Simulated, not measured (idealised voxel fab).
process module | voxel self aligned vias
cross-section cut | 220 nm wide | cells 5 nm
A cross-section is a grid of square cells, given in bands from the top down. A band is one or more rows of cells.
Each band's line starts with the height of the band's top and of its bottom, in nm. Then come its materials from left to right, each with its width in nm. One material with "throughout" fills the band from edge to edge. "air" is empty space.
Height 0 is the level under which the wafer as received is all one material. The lowest band goes on downwards, as in "0 down".
A width such as "30 to 40" changes by the same amount from each row of cells to the next, from the band's top row to its bottom row.
"no change" after a step means that no cell of the cross-section changed.
closed voids: empty space of 8 cells or more with no open way to the top, each as width x height at its distance from the left edge, in nm
after a step's settings: what the simulator itself notes on the step
overlay nm, on a step with a mask: how far to the right of its planned place the mask lay; to the left if negative
plan
1 op RECEIVE | material Si
2 op CONFORMAL_DEP | material SiO2 | thk nm 10
3 op CONFORMAL_DEP | material SiCN | thk nm 5
4 op DIRECTIONAL_DEP | material lowk | thk nm 25
5 op PATTERN | tone open | mask id LINES | material resist | width nm 20 | pitch nm 65 | thk nm 15 | overlay nm 0
6 op DIRECTIONAL_ETCH | etch materials lowk | depth nm 15
7 op STRIP | etch materials resist
8 op CONFORMAL_DEP | material TiN | thk nm 5
9 op FILL_DEP | material Ru | thk nm 10
10 op CMP | height nm 40
11 op SELECTIVE_ETCH | etch materials W Ru TiN | depth nm 10
12 op FILL_DEP | material SiN | thk nm 10
13 op CMP | height nm 40
14 op DIRECTIONAL_DEP | material lowk | thk nm 20
15 op DIRECTIONAL_DEP | material aC | thk nm 10
16 op PATTERN | tone open | mask id VIAS | material resist | width nm 40 | thk nm 25 | overlay nm 0
17 op DIRECTIONAL_ETCH | etch materials aC | depth nm 10
18 op STRIP | etch materials resist
19 op DIRECTIONAL_ETCH | etch materials lowk | depth nm 20
20 op DIRECTIONAL_ETCH | etch materials SiN | depth nm 10
21 op STRIP | etch materials aC
22 op CONFORMAL_DEP | material TiN | thk nm 5
23 op FILL_DEP | material W | thk nm 5
24 op CMP | height nm 60
25 op CONFORMAL_DEP | material SiCN | thk nm 5
varied across the wafers: depth nm of step 6. The plan shows the first wafer's value. All wafers start alike
first wafer as received, after step 1
  0 down: Si throughout
  closed voids: none
each wafer at the end: cells of each material gained (+) or lost (-) since it was received, then its closed voids
depth nm 15 | +88 SiCN | +8 SiN | +88 SiO2 | +26 TiN | +22 W | +340 lowk | closed voids: none
depth nm 20 | +4 Ru | +88 SiCN | +8 SiN | +88 SiO2 | +30 TiN | +22 W | +332 lowk | closed voids: none
depth nm 25 | +8 Ru | +88 SiCN | +8 SiN | +88 SiO2 | +34 TiN | +22 W | +324 lowk | closed voids: none
depth nm 30 | +8 Ru | +88 SiCN | +8 SiN | +88 SiO2 | +34 TiN | +22 W | +324 lowk | closed voids: none
depth nm 35 | +8 Ru | +88 SiCN | +8 SiN | +88 SiO2 | +34 TiN | +22 W | +324 lowk | closed voids: none
depth nm 40 | +8 Ru | +88 SiCN | +8 SiN | +88 SiO2 | +34 TiN | +22 W | +324 lowk | closed voids: none
